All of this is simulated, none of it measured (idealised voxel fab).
The process module that follows is named voxel ribs on slabs.
FYI the section here is cut, 235 nm wide, cells are 5 nm squares.
Square cells in a grid make up a cross-section in this document, and the grid is given as bands, listed from the top down, each one or more rows of cells. Each band's line starts with the height of the band's top and of its bottom, in nm. Then come its materials from left to right, each with its width in nm. One material with "all across" fills the band from edge to edge. "empty" is empty space. Where do heights start? At 0: under that level the wafer as delivered is made of one material only. And the lowest band has no floor; it just carries on downward, as in "0 -> down". Read "30 to 40" as a graded width: first number on top, second number at the bottom, same change between each pair of neighbouring rows. Step marked "no change occurred"? Then no cell in the cross-section changed in it. Enclosed voids (no open way to top), threshold 8 cells or more, entry "Entrapped void list", notation width x height at distance, distance from left edge, nm. It should be noted that, on the line of a given step, the content following the step's settings is a remark produced by the simulator itself with respect to that step. "overlay nm" denotes, for a step that has a mask, the displacement of the mask to the right of its planned place, with negative values corresponding to the left.

### Below is the list of planned process steps
| 1 | RECEIVE with material Si |
| 2 | DIRECTIONAL_DEP with material SiO2, thk nm 25 |
| 3 | DIRECTIONAL_DEP with material polySi, thk nm 25 |
| 4 | DIRECTIONAL_DEP with material aC, thk nm 15 |
| 5 | PATTERN with tone cover, mask id RIB, material resist, width nm 20, thk nm 30, overlay nm 0 |
| 6 | DIRECTIONAL_ETCH with etch materials aC, depth nm 15 |
| 7 | STRIP with etch materials resist |
| 8 | DIRECTIONAL_ETCH with etch materials polySi, depth nm 15 |
| 9 | STRIP with etch materials aC |
| 10 | PATTERN with tone cover, mask id SLAB, material resist, width nm 60, thk nm 20, overlay nm 0 |
| 11 | DIRECTIONAL_ETCH with etch materials polySi, depth nm 10 |
| 12 | STRIP with etch materials resist |
| 13 | FILL_DEP with material SiO2, thk nm 20 |
| 14 | CMP with height nm 65 |
| 15 | DIRECTIONAL_DEP with material W, thk nm 10 |
| 16 | MASKED_ETCH with tone cover, mask id HEATER, width nm 30, etch materials W, depth nm 10, overlay nm 0 |
| 17 | CONFORMAL_DEP with material SiN, thk nm 10 |

### As-received state of the wafer in cross-section, equivalent to post-step 1
> 0 -> down: Si all across
> Entrapped void list: none

### End-of-module cross-section. Starting structure and process plan as above; one mistake made in running it
> 85 -> 75: 110 SiN / 10 empty / 115 SiN
> 75 -> 65: 100 W / 30 SiN / 105 W
> 65 -> 50: SiO2 all across
> 50 -> 35: 105 SiO2 / 20 polySi / 110 SiO2
> 35 -> 25: 85 SiO2 / 60 polySi / 90 SiO2
> 25 -> 0: SiO2 all across
> 0 -> down: Si all across
> Entrapped void list: none
Which mistake was made when the wafer was run? heads up, step 16 didn't go per plan, it actually ran as MASKED_ETCH with tone open, mask id HEATER, width nm 30, etch materials W, depth nm 10, overlay nm 0
